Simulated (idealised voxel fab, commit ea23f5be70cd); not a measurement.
process module | voxel wiring stack
cross-section cut | 300 nm wide | cells 5 nm
A cross-section is a grid of square cells, given in bands from the top down. A band is one or more rows of cells.
Each band's line starts with the height of the band's top and of its bottom, in nm. Then come its materials from left to right, each with its width in nm. One material with "throughout" fills the band from edge to edge. "air" is empty space.
Height 0 is the level under which the wafer as received is all one material. The lowest band goes on downwards, as in "0 down".
A width such as "30 to 40" changes by the same amount from each row of cells to the next, from the band's top row to its bottom row.
"no change" after a step means that no cell of the cross-section changed.
closed voids: empty space of 8 cells or more with no open way to the top, each as width x height at its distance from the left edge, in nm
after a step's settings: what the simulator itself notes on the step
overlay nm, on a step with a mask: how far to the right of its planned place the mask lay; to the left if negative
plan
1 op RECEIVE | material Si
2 op CONFORMAL_DEP | material SiO2 | thk nm 10
3 op DIRECTIONAL_DEP | material TiN | thk nm 5
4 op DIRECTIONAL_DEP | material W | thk nm 25
5 op MASKED_ETCH | tone cover | mask id METAL_1 | width nm 25 | pitch nm 45 | etch materials W | depth nm 25 | overlay nm 0
6 op MASKED_ETCH | tone cover | mask id METAL_1 | width nm 25 | pitch nm 45 | etch materials TiN | depth nm 5 | overlay nm 0
7 op FILL_DEP | material lowk | thk nm 10
8 op CMP | height nm 40
9 op CONFORMAL_DEP | material SiCN | thk nm 5
10 op DIRECTIONAL_DEP | material lowk | thk nm 20
11 op MASKED_ETCH | tone open | mask id PLUG_1 | width nm 15 | pitch nm 45 | etch materials lowk | depth nm 20 | overlay nm 0
12 op MASKED_ETCH | tone open | mask id PLUG_1 | width nm 15 | pitch nm 45 | etch materials SiCN | depth nm 5 | overlay nm 0
13 op CONFORMAL_DEP | material TiN | thk nm 5
14 op FILL_DEP | material W | thk nm 5
15 op CMP | height nm 65
16 op CONFORMAL_DEP | material SiN | thk nm 5
17 op DIRECTIONAL_DEP | material SiO2 | thk nm 20
18 op DIRECTIONAL_DEP | material aC | thk nm 10
19 op PATTERN | tone open | mask id METAL_2 | material resist | width nm 25 | pitch nm 45 | thk nm 25 | overlay nm 0
20 op DIRECTIONAL_ETCH | etch materials aC | depth nm 10
21 op STRIP | etch materials resist
22 op DIRECTIONAL_ETCH | etch materials SiO2 | depth nm 20
23 op DIRECTIONAL_ETCH | etch materials SiN | depth nm 5
24 op STRIP | etch materials aC
25 op CONFORMAL_DEP | material TiN | thk nm 5
26 op FILL_DEP | material Cu | thk nm 5
27 op CMP | height nm 90
28 op CONFORMAL_DEP | material SiN | thk nm 5
varied across the wafers: thk nm of step 28. The plan shows the first wafer's value. All wafers start alike
first wafer as received, after step 1
  0 down: Si throughout
  closed voids: none
each wafer at the end: cells of each material gained (+) or lost (-) since it was received, then its closed voids
thk nm 5 | +24 Cu | +54 SiCN | +110 SiN | +320 SiO2 | +58 TiN | +58 W | +516 lowk | closed voids: none
thk nm 10 | +24 Cu | +54 SiCN | +170 SiN | +320 SiO2 | +58 TiN | +58 W | +516 lowk | closed voids: none
thk nm 15 | +24 Cu | +54 SiCN | +230 SiN | +320 SiO2 | +58 TiN | +58 W | +516 lowk | closed voids: none
thk nm 20 | +24 Cu | +54 SiCN | +290 SiN | +320 SiO2 | +58 TiN | +58 W | +516 lowk | closed voids: none
